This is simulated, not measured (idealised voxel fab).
The following process module bears the name voxel lift off.
The cross-section on display is named cut; it measures 215 nm wide, and its cells are 5 nm squares.
Each cross-section below is a grid of square cells, stated as bands in top-down order, with one or more rows of cells making up each band.
Band entry format. Leading values: height of top, height of bottom, nm. Remainder: materials in left-to-right order, each with its width in nm. Special words: "full width" on a single material, which then fills the band edge to edge; "blank", empty space.
Height reference: 0 = level under which incoming wafer is all one material. Lowest band: no bottom, runs on downward, e.g. "0 down".
Per-row width for "30 to 40": begins at first number (top row of band), ends at second number (bottom row), increment between rows held constant.
You'll sometimes find "left unchanged" written for a step, and that's the way of saying that nowhere in the cross-section did a cell change during that step.
The label "Sealed cavities" introduces a list of the empty spaces, 8 cells or larger, that have no open way up to the top; each entry in it reads width x height at distance, where the distance is taken from the left edge and all three are stated in nm.
That trailing text on a step's line, after the settings, is the simulator's own remark on the step.
overlay nm: where the mask lay relative to plan, measured to the right, on steps with a mask; negatives go left.

### Process steps - plan
1,RECEIVE with material Si
2,CONFORMAL_DEP with material SiN, thk nm 5
3,PATTERN with tone open, mask id LINES, material resist, width nm 20, pitch nm 45, thk nm 20, overlay nm 0
4,DIRECTIONAL_DEP with material Ru, thk nm 5
5,STRIP with etch materials resist
6,CONFORMAL_DEP with material SiCN, thk nm 5

### On the first of the two wafers: run conducted according to plan

### Step 1 complete: cross-section of the wafer as received
- 0 down  Si full width
- Sealed cavities: none

### after step 2
- 5 to 0  SiN full width
- Anything lower than 0 is untouched.

### after step 3
- 25 to 5  resist: 50; blank: 20; resist: 25; blank: 20; resist: 25; blank: 20; resist: 55
- Anything lower than 5 is untouched.

### after step 4
- 30 to 25  Ru: 50; blank: 20; Ru: 25; blank: 20; Ru: 25; blank: 20; Ru: 55
- 25 to 10  resist: 50; blank: 20; resist: 25; blank: 20; resist: 25; blank: 20; resist: 55
- 10 to 5  resist: 50; Ru: 20; resist: 25; Ru: 20; resist: 25; Ru: 20; resist: 55
- Anything lower than 5 is untouched.

### after step 5
- 10 to 5  blank: 50; Ru: 20; blank: 25; Ru: 20; blank: 25; Ru: 20; blank: 55
- Anything lower than 5 is untouched.

### after step 6
- 15 to 10  blank: 45; SiCN: 30; blank: 15; SiCN: 30; blank: 15; SiCN: 30; blank: 50
- 10 to 5  SiCN: 50; Ru: 20; SiCN: 25; Ru: 20; SiCN: 25; Ru: 20; SiCN: 55
- Anything lower than 5 is untouched.

### Notes, second wafer: start = first wafer's, plan = first wafer's, execution had one mistake; history identical to first through step 5

### Cross-section: second wafer, time at which step 6 was scheduled to end
- 15 to 10  blank: 45; SiN: 30; blank: 15; SiN: 30; blank: 15; SiN: 30; blank: 50
- 10 to 5  SiN: 50; Ru: 20; SiN: 25; Ru: 20; SiN: 25; Ru: 20; SiN: 55
- Anything lower than 5 is untouched.
Against the plan, the run slipped here: for step 6, the planned setting was not used; the step was instead run as CONFORMAL_DEP with material SiN, thk nm 5
In the final state, the cell counts of the second wafer exceed or fall short of those of the first for the following materials: SiCN -49, SiN +49
